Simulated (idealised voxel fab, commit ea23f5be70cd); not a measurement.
Process module under the name voxel lift off
Pictured: cross-section cut, 285 nm wide, on a grid of 5 nm square cells.
Think of the cross-section as a grid of square cells. We describe it in bands, top to bottom, and each band covers one or more rows of those cells. The band entry comprises the height of the band's top followed by the height of its bottom, expressed in nm, and subsequently the band's materials from left to right, each stated together with its width in nm. Where a single material is marked with the word "edge to edge", that material fills the band from edge to edge. The word "empty" represents empty space. Zero point of the height axis is 0; under it, received wafer = one material. Lowest band: continues down indefinitely, "top 0, no bottom". Width "30->40": first value at the band's top row of cells, second value at its bottom row, equal change from row to row. "identical to before" means the step left every cell of the cross-section as it was. Enclosed voids (no open way to top), threshold 8 cells or more, entry "Closed empty spaces", notation width x height at distance, distance from left edge, nm. Past the settings on a step's line: simulator remark, on that step. Steps that use a mask can have "overlay nm" on their line. It says how far the mask sat to the right of where it was meant to be. Negative means to the left.

plan
step 1: RECEIVE | material Si
step 2: CONFORMAL_DEP | material SiO2 | thk nm 15
step 3: PATTERN | tone open | mask id LINES | material resist | width nm 15 | pitch nm 40 | thk nm 15 | overlay nm 0
step 4: DIRECTIONAL_DEP | material Ru | thk nm 5
step 5: STRIP | etch materials resist
step 6: CONFORMAL_DEP | material SiCN | thk nm 10

First wafer, two in total, run as planned

Here's what the wafer looked like in cross-section when it arrived - that's after step 1
> top 0, no bottom  Si edge to edge
> Closed empty spaces: none

Wafer section view after processing step 2
> top 15, bottom 0  SiO2 edge to edge
> At heights below 0, the structure remains unaltered.

Wafer section view after processing step 3
> top 30, bottom 15  resist=75 / empty=15 / resist=25 / empty=15 / resist=25 / empty=15 / resist=25 / empty=15 / resist=75
> At heights below 15, the structure remains unaltered.

Wafer section view after processing step 4
> top 35, bottom 30  Ru=75 / empty=15 / Ru=25 / empty=15 / Ru=25 / empty=15 / Ru=25 / empty=15 / Ru=75
> top 30, bottom 20  resist=75 / empty=15 / resist=25 / empty=15 / resist=25 / empty=15 / resist=25 / empty=15 / resist=75
> top 20, bottom 15  resist=75 / Ru=15 / resist=25 / Ru=15 / resist=25 / Ru=15 / resist=25 / Ru=15 / resist=75
> At heights below 15, the structure remains unaltered.

Wafer section view after processing step 5
> top 20, bottom 15  empty=75 / Ru=15 / empty=25 / Ru=15 / empty=25 / Ru=15 / empty=25 / Ru=15 / empty=75
> At heights below 15, the structure remains unaltered.

Wafer section view after processing step 6
> top 30, bottom 25  empty=65 / SiCN=35 / empty=5 / SiCN=35 / empty=5 / SiCN=35 / empty=5 / SiCN=35 / empty=65
> top 25, bottom 20  SiCN edge to edge
> top 20, bottom 15  SiCN=75 / Ru=15 / SiCN=25 / Ru=15 / SiCN=25 / Ru=15 / SiCN=25 / Ru=15 / SiCN=75
> At heights below 15, the structure remains unaltered.

It is to be noted that the second wafer proceeded from the same initial state and according to the same plan as the first, although one mistake was committed in its execution; through step 1, inclusive, the two wafers share an identical history

Cross-section of the second wafer corresponding to the planned conclusion of step 2
> top 30, bottom 0  SiO2 edge to edge
> At heights below 0, the structure remains unaltered.

Cross-section of the second wafer corresponding to the planned conclusion of step 3
> top 45, bottom 30  resist=75 / empty=15 / resist=25 / empty=15 / resist=25 / empty=15 / resist=25 / empty=15 / resist=75
> At heights below 30, the structure remains unaltered.

Cross-section of the second wafer corresponding to the planned conclusion of step 4
> top 50, bottom 45  Ru=75 / empty=15 / Ru=25 / empty=15 / Ru=25 / empty=15 / Ru=25 / empty=15 / Ru=75
> top 45, bottom 35  resist=75 / empty=15 / resist=25 / empty=15 / resist=25 / empty=15 / resist=25 / empty=15 / resist=75
> top 35, bottom 30  resist=75 / Ru=15 / resist=25 / Ru=15 / resist=25 / Ru=15 / resist=25 / Ru=15 / resist=75
> At heights below 30, the structure remains unaltered.

Cross-section of the second wafer corresponding to the planned conclusion of step 5
> top 35, bottom 30  empty=75 / Ru=15 / empty=25 / Ru=15 / empty=25 / Ru=15 / empty=25 / Ru=15 / empty=75
> At heights below 30, the structure remains unaltered.

Cross-section of the second wafer corresponding to the planned conclusion of step 6
> top 45, bottom 40  empty=65 / SiCN=35 / empty=5 / SiCN=35 / empty=5 / SiCN=35 / empty=5 / SiCN=35 / empty=65
> top 40, bottom 35  SiCN edge to edge
> top 35, bottom 30  SiCN=75 / Ru=15 / SiCN=25 / Ru=15 / SiCN=25 / Ru=15 / SiCN=25 / Ru=15 / SiCN=75
> At heights below 30, the structure remains unaltered.
Where did the run depart from the plan? plan step 2 was twice executed
Final comparison by cell count, materials where the second wafer has more or fewer than the first: 171 more of SiO2
